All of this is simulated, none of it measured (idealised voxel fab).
process module | voxel transistor to metal
We display cut, a cross-section 165 nm in width whose square cells are each 5 nm.
Square cells in a grid make up a cross-section in this document, and the grid is given as bands, listed from the top down, each one or more rows of cells.
Quick guide to a band line: top height, bottom height (nm) up front; then every material left to right with its width in nm. Only one material and it's marked "edge to edge"? Then it fills the band edge to edge. And "empty" just means empty space.
Where do heights start? At 0: under that level the wafer as delivered is made of one material only. And the lowest band has no floor; it just carries on downward, as in "z 0 and below".
Think of "30 to 40" as a width that walks from the first number to the second as you go down the band, top row to bottom row, taking equal-sized steps from row to row.
Step note "nothing altered" = no cross-section cell changed.
"Enclosed internal cavities" enumerates empty spaces isolated from the top, with no open way to it, that contain at least 8 cells, giving each as width x height at distance from the left edge, all three in nm.
If you see something after the settings on a step's line, that's the simulator's own remark about that step.
Each step line may optionally specify "overlay nm", which for a step with a mask gives the rightward distance between the mask's planned place and where it lay, a negative value indicating the leftward direction.
Pairs follow: section before one process step, section after it down to the lowest changed band, step with settings underneath. Pairs may come from different runs of this module on the same starting wafer; continuity with the pair above only as stated in the "Status quo ante" entry.
## Status quo ante
    z 105 to 95  lowk 35 nm; empty 25 nm; lowk 45 nm; empty 25 nm; lowk 35 nm
    z 95 to 80  lowk 40 nm; empty 15 nm; lowk 55 nm; empty 15 nm; lowk 40 nm
    z 80 to 75  SiCN 40 nm; empty 15 nm; SiCN 55 nm; empty 15 nm; SiCN 40 nm
    z 75 to 55  lowk 40 nm; W 15 nm; lowk 55 nm; W 15 nm; lowk 40 nm
    z 55 to 50  lowk 40 nm; TiN 15 nm; lowk 55 nm; TiN 15 nm; lowk 40 nm
    z 50 to 40  SiO2 40 nm; TiN 5 nm; W 20 to 15 nm; TiN 5 to 10 nm; SiO2 25 nm; TiN 5 to 10 nm; W 20 to 15 nm; TiN 5 nm; SiO2 40 nm
    z 40 to 25  SiO2 40 nm; TiN 5 nm; W 15 nm; TiN 5 nm; SiN 5 nm; SiO2 5 nm; SiCN 15 nm; SiO2 5 nm; SiN 5 nm; TiN 5 nm; W 15 nm; TiN 5 nm; SiO2 40 nm
    z 25 to 15  SiO2 40 nm; TiN 5 nm; W 15 nm; TiN 5 nm; SiN 5 nm; SiO2 5 nm; polySi 15 nm; SiO2 5 nm; SiN 5 nm; TiN 5 nm; W 15 nm; TiN 5 nm; SiO2 40 nm
    z 15 to 10  SiO2 40 nm; TiN 25 nm; SiN 5 nm; SiO2 5 nm; polySi 15 nm; SiO2 5 nm; SiN 5 nm; TiN 25 nm; SiO2 40 nm
    z 10 to 0  SiO2 40 nm; TiN 10 nm; pSi 15 nm; SiN 5 nm; SiO2 5 nm; polySi 15 nm; SiO2 5 nm; SiN 5 nm; pSi 15 nm; TiN 10 nm; SiO2 40 nm
    z 0 to -5  SiO2 25 nm; pSi 40 nm; SiO2 35 nm; pSi 40 nm; SiO2 25 nm
    z -5 to -15  SiO2 30 nm; pSi 35 nm; Si 35 nm; pSi 35 nm; SiO2 30 nm
    z -15 to -30  SiO2 30 nm; Si 105 nm; SiO2 30 nm
    z -30 and below  Si edge to edge
    Enclosed internal cavities: none
## Section After Processing
    z 110 to 105  TiN 40 nm; empty 15 nm; TiN 55 nm; empty 15 nm; TiN 40 nm
    z 105 to 95  lowk 35 nm; TiN 5 to 10 nm; empty 15 to 5 nm; TiN 5 to 10 nm; lowk 45 nm; TiN 5 to 10 nm; empty 15 to 5 nm; TiN 5 to 10 nm; lowk 35 nm
    z 95 to 80  lowk 40 nm; TiN 5 nm; empty 5 nm; TiN 5 nm; lowk 55 nm; TiN 5 nm; empty 5 nm; TiN 5 nm; lowk 40 nm
    z 80 to 75  SiCN 40 nm; TiN 15 nm; SiCN 55 nm; TiN 15 nm; SiCN 40 nm
    Below 75, no change.
    Enclosed internal cavities: none
Processing between the before and after sections above: CONFORMAL_DEP (material TiN; thk nm 5)
Status quo ante: equal to the after panel directly above.
## Section After Processing
    z 120 to 110  Cu edge to edge
    z 110 to 105  TiN 40 nm; Cu 15 nm; TiN 55 nm; Cu 15 nm; TiN 40 nm
    z 105 to 95  lowk 35 nm; TiN 5 to 10 nm; Cu 15 to 5 nm; TiN 5 to 10 nm; lowk 45 nm; TiN 5 to 10 nm; Cu 15 to 5 nm; TiN 5 to 10 nm; lowk 35 nm
    z 95 to 80  lowk 40 nm; TiN 5 nm; Cu 5 nm; TiN 5 nm; lowk 55 nm; TiN 5 nm; Cu 5 nm; TiN 5 nm; lowk 40 nm
    Below 80, no change.
    Enclosed internal cavities: none
Processing between the before and after sections above: FILL_DEP (material Cu; thk nm 10)
Status quo ante: equal to the after panel directly above.
## Section After Processing
    z 105 to 95  lowk 35 nm; TiN 5 to 10 nm; Cu 15 to 5 nm; TiN 5 to 10 nm; lowk 45 nm; TiN 5 to 10 nm; Cu 15 to 5 nm; TiN 5 to 10 nm; lowk 35 nm
    Below 95, no change.
    Enclosed internal cavities: none
Processing between the before and after sections above: CMP (height nm 105)
Status quo ante: equal to the after panel directly above.
## Section After Processing
    z 110 to 105  SiCN edge to edge
    Below 105, no change.
    Enclosed internal cavities: none
Processing between the before and after sections above: CONFORMAL_DEP (material SiCN; thk nm 5)
## Status quo ante
    z 105 to 90  lowk 40 nm; empty 15 nm; lowk 55 nm; empty 15 nm; lowk 40 nm
    z 90 to 80  lowk edge to edge
    z 80 to 75  SiCN edge to edge
    z 75 to 55  lowk 40 nm; W 15 nm; lowk 55 nm; W 15 nm; lowk 40 nm
    z 55 to 50  lowk 40 nm; TiN 15 nm; lowk 55 nm; TiN 15 nm; lowk 40 nm
    z 50 to 40  SiO2 40 nm; TiN 5 nm; W 20 to 15 nm; TiN 5 to 10 nm; SiO2 25 nm; TiN 5 to 10 nm; W 20 to 15 nm; TiN 5 nm; SiO2 40 nm
    z 40 to 25  SiO2 40 nm; TiN 5 nm; W 15 nm; TiN 5 nm; SiN 5 nm; SiO2 5 nm; SiCN 15 nm; SiO2 5 nm; SiN 5 nm; TiN 5 nm; W 15 nm; TiN 5 nm; SiO2 40 nm
    z 25 to 15  SiO2 40 nm; TiN 5 nm; W 15 nm; TiN 5 nm; SiN 5 nm; SiO2 5 nm; polySi 15 nm; SiO2 5 nm; SiN 5 nm; TiN 5 nm; W 15 nm; TiN 5 nm; SiO2 40 nm
    z 15 to 10  SiO2 40 nm; TiN 25 nm; SiN 5 nm; SiO2 5 nm; polySi 15 nm; SiO2 5 nm; SiN 5 nm; TiN 25 nm; SiO2 40 nm
    z 10 to 0  SiO2 40 nm; TiN 10 nm; pSi 15 nm; SiN 5 nm; SiO2 5 nm; polySi 15 nm; SiO2 5 nm; SiN 5 nm; pSi 15 nm; TiN 10 nm; SiO2 40 nm
    z 0 to -5  SiO2 25 nm; pSi 40 nm; SiO2 35 nm; pSi 40 nm; SiO2 25 nm
    z -5 to -15  SiO2 30 nm; pSi 35 nm; Si 35 nm; pSi 35 nm; SiO2 30 nm
    z -15 to -30  SiO2 30 nm; Si 105 nm; SiO2 30 nm
    z -30 and below  Si edge to edge
    Enclosed internal cavities: none
## Section After Processing
    z 105 to 95  lowk 40 nm; empty 25 nm; lowk 45 nm; empty 25 nm; lowk 30 nm
    z 95 to 90  lowk 40 nm; empty 15 nm; lowk 55 nm; empty 15 nm; lowk 40 nm
    z 90 to 80  lowk 50 nm; empty 5 nm; lowk 65 nm; empty 5 nm; lowk 40 nm
    Below 80, no change.
    Enclosed internal cavities: none
Processing between the before and after sections above: MASKED_ETCH (tone open; mask id METAL_2_HOLES; width nm 15; pitch nm 70; etch materials lowk; depth nm 10; overlay nm 10)
Status quo ante: equal to the after panel directly above.
## Section After Processing
    z 105 to 95  lowk 40 nm; empty 25 nm; lowk 45 nm; empty 25 nm; lowk 30 nm
    z 95 to 90  lowk 40 nm; empty 15 nm; lowk 55 nm; empty 15 nm; lowk 40 nm
    z 90 to 80  lowk 50 nm; empty 5 nm; lowk 65 nm; empty 5 nm; lowk 40 nm
    z 80 to 75  SiCN 50 nm; empty 5 nm; SiCN 65 nm; empty 5 nm; SiCN 40 nm
    Below 75, no change.
    Enclosed internal cavities: none
Processing between the before and after sections above: MASKED_ETCH (tone open; mask id METAL_2_HOLES; width nm 15; pitch nm 70; etch materials SiCN; depth nm 5; overlay nm 0)
Status quo ante: equal to the after panel directly above.
## Section After Processing
    z 110 to 105  TiN 45 nm; empty 15 nm; TiN 55 nm; empty 15 nm; TiN 35 nm
    z 105 to 95  lowk 40 nm; TiN 5 nm; empty 15 to 5 nm; TiN 5 to 15 nm; lowk 45 nm; TiN 5 nm; empty 15 to 5 nm; TiN 5 to 15 nm; lowk 30 nm
    z 95 to 90  lowk 40 nm; TiN 15 nm; lowk 55 nm; TiN 15 nm; lowk 40 nm
    z 90 to 80  lowk 50 nm; TiN 5 nm; lowk 65 nm; TiN 5 nm; lowk 40 nm
    z 80 to 75  SiCN 50 nm; TiN 5 nm; SiCN 65 nm; TiN 5 nm; SiCN 40 nm
    Below 75, no change.
    Enclosed internal cavities: none
Processing between the before and after sections above: CONFORMAL_DEP (material TiN; thk nm 5)
Status quo ante: equal to the after panel directly above.
## Section After Processing
    z 120 to 110  Cu edge to edge
    z 110 to 105  TiN 45 nm; Cu 15 nm; TiN 55 nm; Cu 15 nm; TiN 35 nm
    z 105 to 95  lowk 40 nm; TiN 5 nm; Cu 15 to 5 nm; TiN 5 to 15 nm; lowk 45 nm; TiN 5 nm; Cu 15 to 5 nm; TiN 5 to 15 nm; lowk 30 nm
    Below 95, no change.
    Enclosed internal cavities: none
Processing between the before and after sections above: FILL_DEP (material Cu; thk nm 10)
Status quo ante: equal to the after panel directly above.
## Section After Processing
    z 105 to 95  lowk 40 nm; TiN 5 nm; Cu 15 to 5 nm; TiN 5 to 15 nm; lowk 45 nm; TiN 5 nm; Cu 15 to 5 nm; TiN 5 to 15 nm; lowk 30 nm
    Below 95, no change.
    Enclosed internal cavities: none
Processing between the before and after sections above: CMP (height nm 105)
Status quo ante: equal to the after panel directly above.
## Section After Processing
    z 110 to 105  SiCN edge to edge
    Below 105, no change.
    Enclosed internal cavities: none
Processing between the before and after sections above: CONFORMAL_DEP (material SiCN; thk nm 5)
## Status quo ante
    z 60 to 50  aC 40 nm; empty 30 nm; aC 25 nm; empty 30 nm; aC 40 nm
    z 50 to 40  SiO2 40 nm; empty 30 nm; SiO2 25 nm; empty 30 nm; SiO2 40 nm
    z 40 to 25  SiO2 40 nm; empty 25 nm; SiN 5 nm; SiO2 5 nm; SiCN 15 nm; SiO2 5 nm; SiN 5 nm; empty 25 nm; SiO2 40 nm
    z 25 to 10  SiO2 40 nm; empty 25 nm; SiN 5 nm; SiO2 5 nm; polySi 15 nm; SiO2 5 nm; SiN 5 nm; empty 25 nm; SiO2 40 nm
    z 10 to 0  SiO2 40 nm; empty 10 nm; pSi 15 nm; SiN 5 nm; SiO2 5 nm; polySi 15 nm; SiO2 5 nm; SiN 5 nm; pSi 15 nm; empty 10 nm; SiO2 40 nm
    z 0 to -5  SiO2 25 nm; pSi 40 nm; SiO2 35 nm; pSi 40 nm; SiO2 25 nm
    z -5 to -15  SiO2 30 nm; pSi 35 nm; Si 35 nm; pSi 35 nm; SiO2 30 nm
    z -15 to -30  SiO2 30 nm; Si 105 nm; SiO2 30 nm
    z -30 and below  Si edge to edge
    Enclosed internal cavities: none
## Section After Processing
    z 60 to 50  aC 40 nm; empty 30 nm; aC 25 nm; empty 30 nm; aC 40 nm
    z 50 to 40  SiO2 40 nm; empty 30 nm; SiO2 25 nm; empty 30 nm; SiO2 40 nm
    z 40 to 25  SiO2 40 nm; empty 30 nm; SiO2 5 nm; SiCN 15 nm; SiO2 5 nm; empty 30 nm; SiO2 40 nm
    z 25 to 10  SiO2 40 nm; empty 30 nm; SiO2 5 nm; polySi 15 nm; SiO2 5 nm; empty 30 nm; SiO2 40 nm
    z 10 to 0  SiO2 40 nm; empty 10 nm; pSi 15 nm; empty 5 nm; SiO2 5 nm; polySi 15 nm; SiO2 5 nm; empty 5 nm; pSi 15 nm; empty 10 nm; SiO2 40 nm
    Below 0, no change.
    Enclosed internal cavities: none
Processing between the before and after sections above: STRIP (etch materials SiN)
Status quo ante: equal to the after panel directly above.
## Section After Processing
    z 65 to 60  TiN 45 nm; empty 20 nm; TiN 35 nm; empty 20 nm; TiN 45 nm
    z 60 to 50  aC 40 nm; TiN 5 nm; empty 20 nm; TiN 5 nm; aC 25 nm; TiN 5 nm; empty 20 nm; TiN 5 nm; aC 40 nm
    z 50 to 40  SiO2 40 nm; TiN 5 nm; empty 20 nm; TiN 5 nm; SiO2 25 nm; TiN 5 nm; empty 20 nm; TiN 5 nm; SiO2 40 nm
    z 40 to 25  SiO2 40 nm; TiN 5 nm; empty 20 nm; TiN 5 nm; SiO2 5 nm; SiCN 15 nm; SiO2 5 nm; TiN 5 nm; empty 20 nm; TiN 5 nm; SiO2 40 nm
    z 25 to 15  SiO2 40 nm; TiN 5 nm; empty 20 nm; TiN 5 nm; SiO2 5 nm; polySi 15 nm; SiO2 5 nm; TiN 5 nm; empty 20 nm; TiN 5 nm; SiO2 40 nm
    z 15 to 10  SiO2 40 nm; TiN 30 nm; SiO2 5 nm; polySi 15 nm; SiO2 5 nm; TiN 30 nm; SiO2 40 nm
    z 10 to 0  SiO2 40 nm; TiN 10 nm; pSi 15 nm; TiN 5 nm; SiO2 5 nm; polySi 15 nm; SiO2 5 nm; TiN 5 nm; pSi 15 nm; TiN 10 nm; SiO2 40 nm
    Below 0, no change.
    Enclosed internal cavities: none
Processing between the before and after sections above: CONFORMAL_DEP (material TiN; thk nm 5)
Status quo ante: equal to the after panel directly above.
## Section After Processing
    z 75 to 65  W edge to edge
    z 65 to 60  TiN 45 nm; W 20 nm; TiN 35 nm; W 20 nm; TiN 45 nm
    z 60 to 50  aC 40 nm; TiN 5 nm; W 20 nm; TiN 5 nm; aC 25 nm; TiN 5 nm; W 20 nm; TiN 5 nm; aC 40 nm
    z 50 to 40  SiO2 40 nm; TiN 5 nm; W 20 nm; TiN 5 nm; SiO2 25 nm; TiN 5 nm; W 20 nm; TiN 5 nm; SiO2 40 nm
    z 40 to 25  SiO2 40 nm; TiN 5 nm; W 20 nm; TiN 5 nm; SiO2 5 nm; SiCN 15 nm; SiO2 5 nm; TiN 5 nm; W 20 nm; TiN 5 nm; SiO2 40 nm
    z 25 to 15  SiO2 40 nm; TiN 5 nm; W 20 nm; TiN 5 nm; SiO2 5 nm; polySi 15 nm; SiO2 5 nm; TiN 5 nm; W 20 nm; TiN 5 nm; SiO2 40 nm
    Below 15, no change.
    Enclosed internal cavities: none
Processing between the before and after sections above: FILL_DEP (material W; thk nm 10)
Status quo ante: equal to the after panel directly above.
## Section After Processing
    z 50 to 40  SiO2 40 nm; TiN 5 nm; W 20 nm; TiN 5 nm; SiO2 25 nm; TiN 5 nm; W 20 nm; TiN 5 nm; SiO2 40 nm
    Below 40, no change.
    Enclosed internal cavities: none
Processing between the before and after sections above: CMP (height nm 50)
Status quo ante: equal to the after panel directly above.
## Section After Processing
    z 55 to 50  TiN edge to edge
    Below 50, no change.
    Enclosed internal cavities: none
Processing between the before and after sections above: DIRECTIONAL_DEP (material TiN; thk nm 5)
Status quo ante: equal to the after panel directly above.
## Section After Processing
    z 75 to 55  W edge to edge
    Below 55, no change.
    Enclosed internal cavities: none
Processing between the before and after sections above: DIRECTIONAL_DEP (material W; thk nm 20)
Status quo ante: equal to the after panel directly above.
## Section After Processing
    z 75 to 55  empty 40 nm; W 15 nm; empty 55 nm; W 15 nm; empty 40 nm
    Below 55, no change.
    Enclosed internal cavities: none
Processing between the before and after sections above: MASKED_ETCH (tone cover; mask id METAL_1; width nm 15; pitch nm 70; etch materials W; depth nm 20; overlay nm 0)
Status quo ante: equal to the after panel directly above.
## Section After Processing
    z 75 to 55  empty 40 nm; W 15 nm; empty 55 nm; W 15 nm; empty 40 nm
    z 55 to 50  empty 40 nm; TiN 15 nm; empty 55 nm; TiN 15 nm; empty 40 nm
    Below 50, no change.
    Enclosed internal cavities: none
Processing between the before and after sections above: MASKED_ETCH (tone cover; mask id METAL_1; width nm 15; pitch nm 70; etch materials TiN; depth nm 5; overlay nm 0)
Status quo ante: equal to the after panel directly above.
## Section After Processing
    z 85 to 75  lowk edge to edge
    z 75 to 55  lowk 40 nm; W 15 nm; lowk 55 nm; W 15 nm; lowk 40 nm
    z 55 to 50  lowk 40 nm; TiN 15 nm; lowk 55 nm; TiN 15 nm; lowk 40 nm
    Below 50, no change.
    Enclosed internal cavities: none
Processing between the before and after sections above: FILL_DEP (material lowk; thk nm 10)
Status quo ante: equal to the after panel directly above.
## Section After Processing
    z 75 to 55  lowk 40 nm; W 15 nm; lowk 55 nm; W 15 nm; lowk 40 nm
    Below 55, no change.
    Enclosed internal cavities: none
Processing between the before and after sections above: CMP (height nm 75)
Status quo ante: equal to the after panel directly above.
## Section After Processing
    z 80 to 75  SiCN edge to edge
    Below 75, no change.
    Enclosed internal cavities: none
Processing between the before and after sections above: CONFORMAL_DEP (material SiCN; thk nm 5)
Status quo ante: equal to the after panel directly above.
## Section After Processing
    z 105 to 80  lowk edge to edge
    Below 80, no change.
    Enclosed internal cavities: none
Processing between the before and after sections above: DIRECTIONAL_DEP (material lowk; thk nm 25)
Status quo ante: equal to the after panel directly above.
## Section After Processing
    z 105 to 90  lowk 40 nm; empty 15 nm; lowk 55 nm; empty 15 nm; lowk 40 nm
    Below 90, no change.
    Enclosed internal cavities: none
Processing between the before and after sections above: MASKED_ETCH (tone open; mask id METAL_2; width nm 15; pitch nm 70; etch materials lowk; depth nm 15; overlay nm 0)
Status quo ante: equal to the after panel directly above.
## Section After Processing
    z 105 to 80  lowk 40 nm; empty 15 nm; lowk 55 nm; empty 15 nm; lowk 40 nm
    Below 80, no change.
    Enclosed internal cavities: none
Processing between the before and after sections above: MASKED_ETCH (tone open; mask id METAL_2_HOLES; width nm 15; pitch nm 70; etch materials lowk; depth nm 10; overlay nm 0)
Status quo ante: equal to the after panel directly above.
## Section After Processing
    z 105 to 80  lowk 40 nm; empty 15 nm; lowk 55 nm; empty 15 nm; lowk 40 nm
    z 80 to 75  SiCN 40 nm; empty 15 nm; SiCN 55 nm; empty 15 nm; SiCN 40 nm
    Below 75, no change.
    Enclosed internal cavities: none
Processing between the before and after sections above: MASKED_ETCH (tone open; mask id METAL_2_HOLES; width nm 15; pitch nm 70; etch materials SiCN; depth nm 5; overlay nm 0)
Status quo ante: equal to the after panel directly above.
## Section After Processing
    z 110 to 105  TiN 45 nm; empty 5 nm; TiN 65 nm; empty 5 nm; TiN 45 nm
    z 105 to 80  lowk 40 nm; TiN 5 nm; empty 5 nm; TiN 5 nm; lowk 55 nm; TiN 5 nm; empty 5 nm; TiN 5 nm; lowk 40 nm
    z 80 to 75  SiCN 40 nm; TiN 15 nm; SiCN 55 nm; TiN 15 nm; SiCN 40 nm
    Below 75, no change.
    Enclosed internal cavities: none
Processing between the before and after sections above: CONFORMAL_DEP (material TiN; thk nm 5)
Status quo ante: equal to the after panel directly above.
## Section After Processing
    z 120 to 110  Cu edge to edge
    z 110 to 105  TiN 45 nm; Cu 5 nm; TiN 65 nm; Cu 5 nm; TiN 45 nm
    z 105 to 80  lowk 40 nm; TiN 5 nm; Cu 5 nm; TiN 5 nm; lowk 55 nm; TiN 5 nm; Cu 5 nm; TiN 5 nm; lowk 40 nm
    Below 80, no change.
    Enclosed internal cavities: none
Processing between the before and after sections above: FILL_DEP (material Cu; thk nm 10)
Status quo ante: equal to the after panel directly above.
## Section After Processing
    z 105 to 80  lowk 40 nm; TiN 5 nm; Cu 5 nm; TiN 5 nm; lowk 55 nm; TiN 5 nm; Cu 5 nm; TiN 5 nm; lowk 40 nm
    Below 80, no change.
    Enclosed internal cavities: none
Processing between the before and after sections above: CMP (height nm 105)
Status quo ante: equal to the after panel directly above.
## Section After Processing
    z 110 to 105  SiCN edge to edge
    Below 105, no change.
    Enclosed internal cavities: none
Processing between the before and after sections above: CONFORMAL_DEP (material SiCN; thk nm 5)
## Status quo ante
    z 105 to 80  lowk edge to edge
    z 80 to 75  SiCN edge to edge
    z 75 to 55  lowk 40 nm; W 15 nm; lowk 55 nm; W 15 nm; lowk 40 nm
    z 55 to 50  lowk 40 nm; TiN 15 nm; lowk 55 nm; TiN 15 nm; lowk 40 nm
    z 50 to 40  SiO2 40 nm; TiN 5 nm; W 20 to 15 nm; TiN 5 to 10 nm; SiO2 25 nm; TiN 5 to 10 nm; W 20 to 15 nm; TiN 5 nm; SiO2 40 nm
    z 40 to 25  SiO2 40 nm; TiN 5 nm; W 15 nm; TiN 5 nm; SiN 5 nm; SiO2 5 nm; SiCN 15 nm; SiO2 5 nm; SiN 5 nm; TiN 5 nm; W 15 nm; TiN 5 nm; SiO2 40 nm
    z 25 to 15  SiO2 40 nm; TiN 5 nm; W 15 nm; TiN 5 nm; SiN 5 nm; SiO2 5 nm; polySi 15 nm; SiO2 5 nm; SiN 5 nm; TiN 5 nm; W 15 nm; TiN 5 nm; SiO2 40 nm
    z 15 to 10  SiO2 40 nm; TiN 25 nm; SiN 5 nm; SiO2 5 nm; polySi 15 nm; SiO2 5 nm; SiN 5 nm; TiN 25 nm; SiO2 40 nm
    z 10 to 0  SiO2 40 nm; TiN 10 nm; pSi 15 nm; SiN 5 nm; SiO2 5 nm; polySi 15 nm; SiO2 5 nm; SiN 5 nm; pSi 15 nm; TiN 10 nm; SiO2 40 nm
    z 0 to -5  SiO2 25 nm; pSi 40 nm; SiO2 35 nm; pSi 40 nm; SiO2 25 nm
    z -5 to -15  SiO2 30 nm; pSi 35 nm; Si 35 nm; pSi 35 nm; SiO2 30 nm
    z -15 to -30  SiO2 30 nm; Si 105 nm; SiO2 30 nm
    z -30 and below  Si edge to edge
    Enclosed internal cavities: none
## Section After Processing
    z 105 to 90  empty 40 nm; lowk 15 nm; empty 55 nm; lowk 15 nm; empty 40 nm
    Below 90, no change.
    Enclosed internal cavities: none
Processing between the before and after sections above: MASKED_ETCH (tone cover; mask id METAL_2; width nm 15; pitch nm 70; etch materials lowk; depth nm 15; overlay nm 0)
Status quo ante: equal to the after panel directly above.
## Section After Processing
    z 95 to 90  empty 40 nm; lowk 15 nm; empty 55 nm; lowk 15 nm; empty 40 nm
    Below 90, no change.
    Enclosed internal cavities: none
Processing between the before and after sections above: MASKED_ETCH (tone open; mask id METAL_2_HOLES; width nm 15; pitch nm 70; etch materials lowk; depth nm 10; overlay nm 0)
Status quo ante: equal to the after panel directly above.
## Section After Processing
    z 100 to 95  empty 35 nm; TiN 25 nm; empty 45 nm; TiN 25 nm; empty 35 nm
    z 95 to 90  TiN 40 nm; lowk 15 nm; TiN 55 nm; lowk 15 nm; TiN 40 nm
    Below 90, no change.
    Enclosed internal cavities: none
Processing between the before and after sections above: CONFORMAL_DEP (material TiN; thk nm 5)
Status quo ante: equal to the after panel directly above.
## Section After Processing
    z 110 to 100  Cu edge to edge
    z 100 to 95  Cu 35 nm; TiN 25 nm; Cu 45 nm; TiN 25 nm; Cu 35 nm
    Below 95, no change.
    Enclosed internal cavities: none
Processing between the before and after sections above: FILL_DEP (material Cu; thk nm 10)
Status quo ante: equal to the after panel directly above.
## Section After Processing
    z 105 to 100  Cu edge to edge
    Below 100, no change.
    Enclosed internal cavities: none
Processing between the before and after sections above: CMP (height nm 105)
Status quo ante: equal to the after panel directly above.
## Section After Processing
    z 110 to 105  SiCN edge to edge
    Below 105, no change.
    Enclosed internal cavities: none
Processing between the before and after sections above: CONFORMAL_DEP (material SiCN; thk nm 5)
